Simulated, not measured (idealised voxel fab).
Documented hereafter: the process module known as voxel transistor to metal.
The figure presents cross-section cut, which has a width of 200 nm and is divided into square cells with an edge length of 5 nm.
Bands, listed from the top down, are how a cross-section gets written in this document; the cross-section itself is a grid of square cells, and a band is one or more rows of them.
Within each band entry, the heights of the top and of the bottom of the band appear first, in that order and in nm; the materials of the band then follow from left to right, each with its corresponding width in nm. The designation "everywhere" on a single material indicates that it fills the band from edge to edge; the designation "blank" indicates empty space.
Note: height 0 marks the level under which the wafer is uniformly one material as received. Lowest band unbounded below, written "0 and below".
Graded width ("30 to 40"): value in top row of band = first number; value in bottom row = second number; row-to-row change constant.
The designation "remained the same", where it is given for a processing step, indicates that no cell of the cross-section was altered in the course of that step.
In "Fully sealed voids" the enclosed voids are listed, meaning empty spaces of 8 cells or larger without any opening to the top. The form is width x height at distance, distance from the left edge, units nm.
What comes after the settings on a step's line is commentary from the simulator itself on that step.
The optional step-line setting "overlay nm" applies to steps with a mask and quantifies how far to the right of its planned location the mask lay, a negative value indicating leftward placement.
**These are the steps we planned for the process**
1) RECEIVE | material Si
2) CONFORMAL_DEP | material SiO2 | thk nm 5
3) CONFORMAL_DEP | material SiN | thk nm 15
4) PATTERN | tone cover | mask id ACTIVE | material resist | width nm 100 | thk nm 15 | overlay nm 0
5) DIRECTIONAL_ETCH | etch materials SiN | depth nm 15
6) DIRECTIONAL_ETCH | etch materials SiO2 | depth nm 5
7) DIRECTIONAL_ETCH | etch materials Si | depth nm 35
8) STRIP | etch materials resist
9) FILL_DEP | material SiO2 | thk nm 15
10) CMP | height nm 20
11) SELECTIVE_ETCH | etch materials SiO2 | depth nm 5
12) STRIP | etch materials SiN
13) SELECTIVE_ETCH | etch materials SiO2 | depth nm 5
14) OXIDIZE | depth nm 5
15) DIRECTIONAL_DEP | material polySi | thk nm 30
16) DIRECTIONAL_DEP | material SiCN | thk nm 10
17) PATTERN | tone cover | mask id GATE | material resist | width nm 20 | thk nm 15 | overlay nm 0
18) DIRECTIONAL_ETCH | etch materials SiCN | depth nm 20
19) DIRECTIONAL_ETCH | etch materials polySi | depth nm 40
20) STRIP | etch materials resist
21) CONFORMAL_DEP | material SiO2 | thk nm 5
22) DIRECTIONAL_ETCH | etch materials SiO2 | depth nm 5
23) CONFORMAL_DEP | material SiN | thk nm 5
24) DIRECTIONAL_ETCH | etch materials SiN | depth nm 5
25) DIRECTIONAL_ETCH | etch materials SiO2 | depth nm 5
26) DIRECTIONAL_ETCH | etch materials Si | depth nm 15
27) EPI | material SiGe | thk nm 15
28) FILL_DEP | material SiO2 | thk nm 5
29) CMP | height nm 40
30) DIRECTIONAL_DEP | material SiO2 | thk nm 15
31) MASKED_ETCH | tone open | mask id CONTACT | width nm 20 | pitch nm 70 | etch materials SiO2 | depth nm 35 | overlay nm 0
32) CONFORMAL_DEP | material TiN | thk nm 5
33) FILL_DEP | material W | thk nm 10
34) CMP | height nm 55
35) DIRECTIONAL_DEP | material TiN | thk nm 5
36) DIRECTIONAL_DEP | material Ru | thk nm 20
37) DIRECTIONAL_DEP | material aC | thk nm 15
38) PATTERN | tone cover | mask id METAL_1 | material resist | width nm 20 | pitch nm 70 | thk nm 30 | overlay nm 0
39) DIRECTIONAL_ETCH | etch materials aC | depth nm 15
40) STRIP | etch materials resist
41) DIRECTIONAL_ETCH | etch materials Ru | depth nm 20
42) DIRECTIONAL_ETCH | etch materials TiN | depth nm 5
43) STRIP | etch materials aC
44) FILL_DEP | material lowk | thk nm 10
45) CMP | height nm 80
46) CONFORMAL_DEP | material SiCN | thk nm 5
47) DIRECTIONAL_DEP | material SiO2 | thk nm 30
48) PATTERN | tone open | mask id METAL_2_HOLES | material resist | width nm 15 | pitch nm 70 | thk nm 20 | overlay nm 0
49) DIRECTIONAL_ETCH | etch materials SiO2 | depth nm 30
50) STRIP | etch materials resist
51) DIRECTIONAL_DEP | material aC | thk nm 15
52) PATTERN | tone open | mask id METAL_2 | material resist | width nm 20 | pitch nm 70 | thk nm 30 | overlay nm 0
53) DIRECTIONAL_ETCH | etch materials aC | depth nm 15
54) STRIP | etch materials resist
55) DIRECTIONAL_ETCH | etch materials SiO2 | depth nm 15
56) DIRECTIONAL_ETCH | etch materials SiCN | depth nm 5
57) STRIP | etch materials aC
58) CONFORMAL_DEP | material TiN | thk nm 5
59) FILL_DEP | material Cu | thk nm 10
60) CMP | height nm 115
61) CONFORMAL_DEP | material SiN | thk nm 5
All wafers enter the flow in the same state. The depth nm at step 31 differs from wafer to wafer, and the plan gives the value for the first wafer.
**The as-received cross-section of the first of several wafers corresponds to the state after step 1**
* 0 and below  Si everywhere
* Fully sealed voids: none
**Below: a row per wafer. Contents at end of module: for every material, cells gained since receipt (+) or lost since receipt (-); then closed voids**
depth nm 35, +16 Cu, +32 Ru, -190 Si, +42 SiCN, +60 SiGe, +60 SiN, +660 SiO2, +72 TiN, +24 W, +160 lowk, +24 polySi, Fully sealed voids: none
depth nm 40, +16 Cu, +32 Ru, -190 Si, +42 SiCN, +60 SiGe, +60 SiN, +652 SiO2, +76 TiN, +28 W, +160 lowk, +24 polySi, Fully sealed voids: none
depth nm 45, +16 Cu, +32 Ru, -190 Si, +42 SiCN, +60 SiGe, +60 SiN, +644 SiO2, +80 TiN, +32 W, +160 lowk, +24 polySi, Fully sealed voids: none
depth nm 50, +16 Cu, +32 Ru, -190 Si, +42 SiCN, +60 SiGe, +60 SiN, +644 SiO2, +80 TiN, +32 W, +160 lowk, +24 polySi, Fully sealed voids: none
depth nm 55, +16 Cu, +32 Ru, -190 Si, +42 SiCN, +60 SiGe, +60 SiN, +644 SiO2, +80 TiN, +32 W, +160 lowk, +24 polySi, Fully sealed voids: none
depth nm 60, +16 Cu, +32 Ru, -190 Si, +42 SiCN, +60 SiGe, +60 SiN, +644 SiO2, +80 TiN, +32 W, +160 lowk, +24 polySi, Fully sealed voids: none
